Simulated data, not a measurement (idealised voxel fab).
The name of this process module is voxel trench capacitor.
Cross-sectional view cut (width: 220 nm; square cell size: 5 nm).
Just so we're on the same page, the cross-sections are grids of square cells, and they're listed out in bands top to bottom, each band one or more rows deep.
It is stipulated that each band's entry specify, in nanometres, the height of the top of the band and then that of its bottom, followed by the materials of the band in left-to-right sequence, each together with its width in nanometres. A single material marked by the word "throughout" is understood to fill the band from edge to edge; the word "empty" is understood to denote empty space.
Heights are reckoned from 0. Under this level, the received wafer is all of one material. The bottommost band is open-ended downward, for example "0 down".
Note: "30->40" means the width goes from the first number (top row of the band) to the second number (bottom row) in equal steps per row of cells.
Where the words "nothing was modified" appear for a step, the cross-section shows no cell changed by that step; every cell remained as before.
The entry "Encapsulated voids" lists the empty spaces that cover at least 8 cells and have no open path to the top. Each is written as width x height at distance, where the distance is measured from the left edge and all three values are in nm.
On a step's line, text after the settings is the simulator commenting on that step.
The optional step-line setting "overlay nm" applies to steps with a mask and quantifies how far to the right of its planned location the mask lay, a negative value indicating leftward placement.

-- Listed below are the process steps as planned
- 1: RECEIVE, material Si
- 2: CONFORMAL_DEP, material SiN, thk nm 5
- 3: DIRECTIONAL_DEP, material aC, thk nm 10
- 4: PATTERN, tone open, mask id TRENCH, material resist, width nm 25, pitch nm 40, thk nm 25, overlay nm 0
- 5: DIRECTIONAL_ETCH, etch materials aC, depth nm 10
- 6: STRIP, etch materials resist
- 7: DIRECTIONAL_ETCH, etch materials SiN, depth nm 5
- 8: DIRECTIONAL_ETCH, etch materials Si, depth nm 25
- 9: STRIP, etch materials aC
- 10: CONFORMAL_DEP, material SiO2, thk nm 5
- 11: FILL_DEP, material polySi, thk nm 5
- 12: CMP, height nm 5

-- Cross-section: wafer on arrival = after step 1
> 0 down  Si throughout
> Encapsulated voids: none

-- Post-module cross-section of the first of two wafers (run per plan)
> 5 to 0  SiN 35 nm  SiO2 5 nm  polySi 15 nm  SiO2 5 nm  SiN 15 nm  SiO2 5 nm  polySi 15 nm  SiO2 5 nm  SiN 15 nm  SiO2 5 nm  polySi 15 nm  SiO2 5 nm  SiN 15 nm  SiO2 5 nm  polySi 15 nm  SiO2 5 nm  SiN 40 nm
> 0 to -20  Si 35 nm  SiO2 5 nm  polySi 15 nm  SiO2 5 nm  Si 15 nm  SiO2 5 nm  polySi 15 nm  SiO2 5 nm  Si 15 nm  SiO2 5 nm  polySi 15 nm  SiO2 5 nm  Si 15 nm  SiO2 5 nm  polySi 15 nm  SiO2 5 nm  Si 40 nm
> -20 to -25  Si 35 nm  SiO2 25 nm  Si 15 nm  SiO2 25 nm  Si 15 nm  SiO2 25 nm  Si 15 nm  SiO2 25 nm  Si 40 nm
> -25 down  Si throughout
> Encapsulated voids: none

-- Second wafer of the two, sectioned at the end of the module. It began like the first and followed the same plan, but one mistake was made while running it
> 5 to 0  SiN 35 nm  aC 5 nm  polySi 15 nm  aC 5 nm  SiN 15 nm  aC 5 nm  polySi 15 nm  aC 5 nm  SiN 15 nm  aC 5 nm  polySi 15 nm  aC 5 nm  SiN 15 nm  aC 5 nm  polySi 15 nm  aC 5 nm  SiN 40 nm
> 0 to -20  Si 35 nm  aC 5 nm  polySi 15 nm  aC 5 nm  Si 15 nm  aC 5 nm  polySi 15 nm  aC 5 nm  Si 15 nm  aC 5 nm  polySi 15 nm  aC 5 nm  Si 15 nm  aC 5 nm  polySi 15 nm  aC 5 nm  Si 40 nm
> -20 to -25  Si 35 nm  aC 25 nm  Si 15 nm  aC 25 nm  Si 15 nm  aC 25 nm  Si 15 nm  aC 25 nm  Si 40 nm
> -25 down  Si throughout
> Encapsulated voids: none
Which mistake was made when the wafer was run? for step 10, the planned setting was not used; the step was instead run as CONFORMAL_DEP, material aC, thk nm 5
Wafer comparison, final, in cells, second relative to first, materials more or fewer: 60 fewer of SiO2 | 60 more of aC
